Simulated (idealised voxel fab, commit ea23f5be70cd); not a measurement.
Documented hereafter: the process module known as voxel self aligned contacts.
This is section cut - it's 295 nm across, gridded in 5 nm square cells.
If you're reading a cross-section in this doc, picture square cells in a grid; it comes to you as bands, top ones listed first down to the bottom, and a band can be one or more rows of cells. Top, bottom (nm), then materials left to right with widths (nm); lone material tagged "everywhere" fills the whole band edge to edge; "empty" = empty space. For the purposes of this specification, 0 denotes the height below which the wafer in its as-received condition is composed wholly of one material, and the lowermost band, lacking a lower limit, extends downward without end, as expressed in "z 0 and below". With a width like "30..40", each row of cells in the band differs from the next by the same amount, the top row carrying the first number and the bottom row the second. Where a step carries "no modifications", the cross-section came out of it unchanged, cell for cell. The entry "Voids, enclosed" lists the empty spaces that cover at least 8 cells and have no open path to the top. Each is written as width x height at distance, where the distance is measured from the left edge and all three values are in nm. If you see something after the settings on a step's line, that's the simulator's own remark about that step. The line of a step may include "overlay nm". On a step with a mask, this value is how far to the right of its planned place the mask lay. A negative value means the mask lay to the left.
-- These are the steps we planned for the process
- 1: RECEIVE | material Si
- 2: CONFORMAL_DEP | material SiO2 | thk nm 5
- 3: DIRECTIONAL_DEP | material polySi | thk nm 20
- 4: DIRECTIONAL_DEP | material SiN | thk nm 25
- 5: DIRECTIONAL_DEP | material aC | thk nm 15
- 6: PATTERN | tone cover | mask id GATE | material resist | width nm 25 | pitch nm 65 | thk nm 30 | overlay nm 0
- 7: DIRECTIONAL_ETCH | etch materials aC | depth nm 15
- 8: STRIP | etch materials resist
- 9: DIRECTIONAL_ETCH | etch materials SiN | depth nm 25
- 10: DIRECTIONAL_ETCH | etch materials polySi | depth nm 20
- 11: STRIP | etch materials aC
- 12: CONFORMAL_DEP | material SiN | thk nm 10
- 13: DIRECTIONAL_ETCH | etch materials SiN | depth nm 10
- 14: FILL_DEP | material SiO2 | thk nm 15
- 15: CMP | height nm 60
- 16: DIRECTIONAL_DEP | material aC | thk nm 10
- 17: PATTERN | tone open | mask id CONTACT | material resist | width nm 50 | pitch nm 65 | thk nm 25 | overlay nm 0
- 18: DIRECTIONAL_ETCH | etch materials aC | depth nm 10
- 19: STRIP | etch materials resist
- 20: DIRECTIONAL_ETCH | etch materials SiO2 | depth nm 60
- 21: STRIP | etch materials aC
- 22: CONFORMAL_DEP | material TiN | thk nm 5
- 23: FILL_DEP | material Ru | thk nm 10
- 24: CMP | height nm 60
- 25: CONFORMAL_DEP | material SiN | thk nm 5
-- Cross-section of the wafer at receipt, which is the condition after step 1
* z 0 and below: Si everywhere
* Voids, enclosed: none
-- Cross-sectional image of the first of two wafers at the end of the module, the run having proceeded as planned
* z 65 to 60: SiN everywhere
* z 60 to 50: SiO2 90, then TiN 5..20, then Ru 40..10, then TiN 5..20, then SiO2 15, then TiN 5..20, then Ru 40..10, then TiN 5..20, then SiO2 90
* z 50 to 25: SiO2 60, then SiN 45, then TiN 5, then Ru 10, then TiN 5, then SiN 45, then TiN 5, then Ru 10, then TiN 5, then SiN 45, then SiO2 60
* z 25 to 5: SiO2 60, then SiN 10, then polySi 25, then SiN 10, then TiN 5, then Ru 10, then TiN 5, then SiN 10, then polySi 25, then SiN 10, then TiN 5, then Ru 10, then TiN 5, then SiN 10, then polySi 25, then SiN 10, then SiO2 60
* z 5 to 0: SiO2 105, then TiN 20, then SiO2 45, then TiN 20, then SiO2 105
* z 0 and below: Si everywhere
* Voids, enclosed: none
-- This is the second of the two wafers, cross-sectioned at the end of the module; it started exactly like the first and was given the same plan, but it was run with one mistake
* z 60 to 55: SiN everywhere
* z 55 to 50: SiO2 90, then TiN 20, then Ru 10, then TiN 20, then SiO2 15, then TiN 20, then Ru 10, then TiN 20, then SiO2 90
* z 50 to 25: SiO2 60, then SiN 45, then TiN 5, then Ru 10, then TiN 5, then SiN 45, then TiN 5, then Ru 10, then TiN 5, then SiN 45, then SiO2 60
* z 25 to 5: SiO2 60, then SiN 10, then polySi 25, then SiN 10, then TiN 5, then Ru 10, then TiN 5, then SiN 10, then polySi 25, then SiN 10, then TiN 5, then Ru 10, then TiN 5, then SiN 10, then polySi 25, then SiN 10, then SiO2 60
* z 5 to 0: SiO2 105, then TiN 20, then SiO2 45, then TiN 20, then SiO2 105
* z 0 and below: Si everywhere
* Voids, enclosed: none
Short version of what went wrong: step 24 changed vs plan, executed as CMP | height nm 55
Wafer comparison, final, in cells, second relative to first, materials more or fewer: -16 Ru, -39 SiO2, -4 TiN
